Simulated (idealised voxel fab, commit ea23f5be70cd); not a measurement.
You're looking at the process module voxel gate over fins.
Shown is cross-section cut, with a width of 215 nm and square cells of size 5 nm.
For the purposes of this document, a cross-section shall be understood as a grid of square cells, specified as bands listed in top-to-bottom order, each band consisting of one or more rows of cells.
First you get the band's top height and its bottom height, in nm, and then the materials it's made of, left to right, with each width in nm. If you see a single material with "everywhere", that one covers the band edge to edge. "blank" is empty space.
All heights in this document are referenced to 0, defined as the level beneath which the wafer, as received, consists entirely of one material. The lowest band is not bounded below; it extends indefinitely downward and is written in the form "0 and below".
The width entry "30 to 40" should be interpreted row by row: the top row of cells in the band takes the first number, the bottom row takes the second number, and the change between adjacent rows is uniform throughout.
Take "left unchanged" at face value: in the step it is given for, the cross-section changed in none of its cells.
In "Enclosed void catalog" the enclosed voids are listed, meaning empty spaces of 8 cells or larger without any opening to the top. The form is width x height at distance, distance from the left edge, units nm.
It should be noted that, on the line of a given step, the content following the step's settings is a remark produced by the simulator itself with respect to that step.
The "overlay nm" setting may appear on a step's line; for a step that uses a mask, it gives how far to the right of its planned position the mask lay, and a negative value indicates the left.

Process steps (planned):
1,RECEIVE: material Si
2,CONFORMAL_DEP: material SiN, thk nm 10
3,PATTERN: tone cover, mask id FINS, material resist, width nm 15, pitch nm 40, thk nm 15, overlay nm 0
4,DIRECTIONAL_ETCH: etch materials SiN, depth nm 10
5,DIRECTIONAL_ETCH: etch materials Si, depth nm 40
6,STRIP: etch materials resist
7,FILL_DEP: material SiO2, thk nm 15
8,CMP: height nm 10
9,SELECTIVE_ETCH: etch materials SiO2, depth nm 20
10,STRIP: etch materials SiN
11,CONFORMAL_DEP: material HfO2, thk nm 5
12,CONFORMAL_DEP: material TiN, thk nm 5
13,CONFORMAL_DEP: material TiAl, thk nm 5
14,CONFORMAL_DEP: material TiN, thk nm 5
15,FILL_DEP: material W, thk nm 15
16,CMP: height nm 30
17,CONFORMAL_DEP: material SiN, thk nm 10

Cross-section of the incoming wafer, state after step 1:
0 and below = Si everywhere
Enclosed void catalog: none

The following cross-section depicts the wafer upon conclusion of the module. Processing commenced from the starting condition illustrated above and adhered to the plan illustrated above, save for one mistake in execution:
40 down to 30 = SiN everywhere
30 down to 25 = W everywhere
25 down to 20 = TiN everywhere
20 down to 15 = TiAl everywhere
15 down to 10 = TiN everywhere
10 down to 5 = HfO2: 45; TiN: 5; HfO2: 35; TiN: 5; HfO2: 35; TiN: 5; HfO2: 35; TiN: 5; HfO2: 45
5 down to 0 = SiO2: 40; HfO2: 15; SiO2: 25; HfO2: 15; SiO2: 25; HfO2: 15; SiO2: 25; HfO2: 15; SiO2: 40
0 down to -40 = SiO2: 40; Si: 15; SiO2: 25; Si: 15; SiO2: 25; Si: 15; SiO2: 25; Si: 15; SiO2: 40
-40 and below = Si everywhere
Enclosed void catalog: none
Short version of what went wrong: step 8 from the plan never happened, it was just skipped
